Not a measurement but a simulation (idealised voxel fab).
Documented hereafter: the process module known as voxel air gaps.
The figure presents cross-section cut, which has a width of 280 nm and is divided into square cells with an edge length of 5 nm.
If you're reading a cross-section in this doc, picture square cells in a grid; it comes to you as bands, top ones listed first down to the bottom, and a band can be one or more rows of cells. First you get the band's top height and its bottom height, in nm, and then the materials it's made of, left to right, with each width in nm. If you see a single material with "throughout", that one covers the band edge to edge. "air" is empty space. For the purposes of this specification, 0 denotes the height below which the wafer in its as-received condition is composed wholly of one material, and the lowermost band, lacking a lower limit, extends downward without end, as expressed in "0 down". It should be noted that a width expressed as "30->40" varies in equal increments from row to row of cells within the band, taking the value of the first number at the top row and that of the second number at the bottom row. Any step labelled "remains unaltered" changed none of the cells in the cross-section. "Cavities, closed" lists enclosed empty spaces (at least 8 cells, no open path upward to the top), each as width x height at distance from the left edge, in nm. The remark found on a step's line after its settings is issued by the simulator itself and pertains to that step. overlay nm: on a step with a mask, how far right of its planned place the mask lay; negative means left.

The planned process steps are enumerated hereunder:
| 1 | RECEIVE: material Si |
| 2 | CONFORMAL_DEP: material SiO2, thk nm 10 |
| 3 | CONFORMAL_DEP: material SiN, thk nm 5 |
| 4 | DIRECTIONAL_DEP: material lowk, thk nm 40 |
| 5 | PATTERN: tone open, mask id LINES, material resist, width nm 20, pitch nm 45, thk nm 15, overlay nm 0 |
| 6 | DIRECTIONAL_ETCH: etch materials lowk, depth nm 40 |
| 7 | STRIP: etch materials resist |
| 8 | CONFORMAL_DEP: material TiN, thk nm 5 |
| 9 | FILL_DEP: material Ru, thk nm 10 |
| 10 | CMP: height nm 55 |
| 11 | EPI: material Ru, thk nm 10 |
| 12 | SELECTIVE_ETCH: etch materials lowk, depth nm 50 |
| 13 | CONFORMAL_DEP: material SiCN, thk nm 5 |

Cross-section: wafer on arrival = after step 1:
  0 down | Si throughout
  Cavities, closed: none

End-of-module XS, first of two wafers, run as planned:
  70 to 65 | air: 45; SiCN: 185; air: 50
  65 to 55 | air: 45; SiCN: 5; Ru: 40; SiCN: 5; Ru: 40; SiCN: 5; Ru: 40; SiCN: 5; Ru: 40; SiCN: 5; air: 50
  55 to 50 | air: 45; SiCN: 15; TiN: 5; Ru: 10; TiN: 5; SiCN: 25; TiN: 5; Ru: 10; TiN: 5; SiCN: 25; TiN: 5; Ru: 10; TiN: 5; SiCN: 25; TiN: 5; Ru: 10; TiN: 5; SiCN: 15; air: 50
  50 to 20 | air: 55; SiCN: 5; TiN: 5; Ru: 10; TiN: 5; SiCN: 5; air: 15; SiCN: 5; TiN: 5; Ru: 10; TiN: 5; SiCN: 5; air: 15; SiCN: 5; TiN: 5; Ru: 10; TiN: 5; SiCN: 5; air: 15; SiCN: 5; TiN: 5; Ru: 10; TiN: 5; SiCN: 5; air: 60
  20 to 15 | SiCN: 60; TiN: 20; SiCN: 25; TiN: 20; SiCN: 25; TiN: 20; SiCN: 25; TiN: 20; SiCN: 65
  15 to 10 | SiN throughout
  10 to 0 | SiO2 throughout
  0 down | Si throughout
  Cavities, closed: 15 x 30 at 85; 15 x 30 at 130; 15 x 30 at 175

Second wafer cross-section at end of module - shared start and plan with the first, one mistake in the run:
  70 to 65 | air: 35; SiCN: 185; air: 60
  65 to 55 | air: 35; SiCN: 5; Ru: 40; SiCN: 5; Ru: 40; SiCN: 5; Ru: 40; SiCN: 5; Ru: 40; SiCN: 5; air: 60
  55 to 50 | air: 35; SiCN: 15; TiN: 5; Ru: 10; TiN: 5; SiCN: 25; TiN: 5; Ru: 10; TiN: 5; SiCN: 25; TiN: 5; Ru: 10; TiN: 5; SiCN: 25; TiN: 5; Ru: 10; TiN: 5; SiCN: 15; air: 60
  50 to 20 | air: 45; SiCN: 5; TiN: 5; Ru: 10; TiN: 5; SiCN: 5; air: 15; SiCN: 5; TiN: 5; Ru: 10; TiN: 5; SiCN: 5; air: 15; SiCN: 5; TiN: 5; Ru: 10; TiN: 5; SiCN: 5; air: 15; SiCN: 5; TiN: 5; Ru: 10; TiN: 5; SiCN: 5; air: 70
  20 to 15 | SiCN: 50; TiN: 20; SiCN: 25; TiN: 20; SiCN: 25; TiN: 20; SiCN: 25; TiN: 20; SiCN: 75
  15 to 10 | SiN throughout
  10 to 0 | SiO2 throughout
  0 down | Si throughout
  Cavities, closed: 15 x 30 at 75; 15 x 30 at 120; 15 x 30 at 165
In executing the process, a mistake was made relative to the plan: the process deviated at step 5: the operation and settings actually run there were PATTERN: tone open, mask id LINES, material resist, width nm 20, pitch nm 45, thk nm 15, overlay nm -10
So at the finish, the second wafer's got exactly as many cells of each material as the first, just not in the same spots.
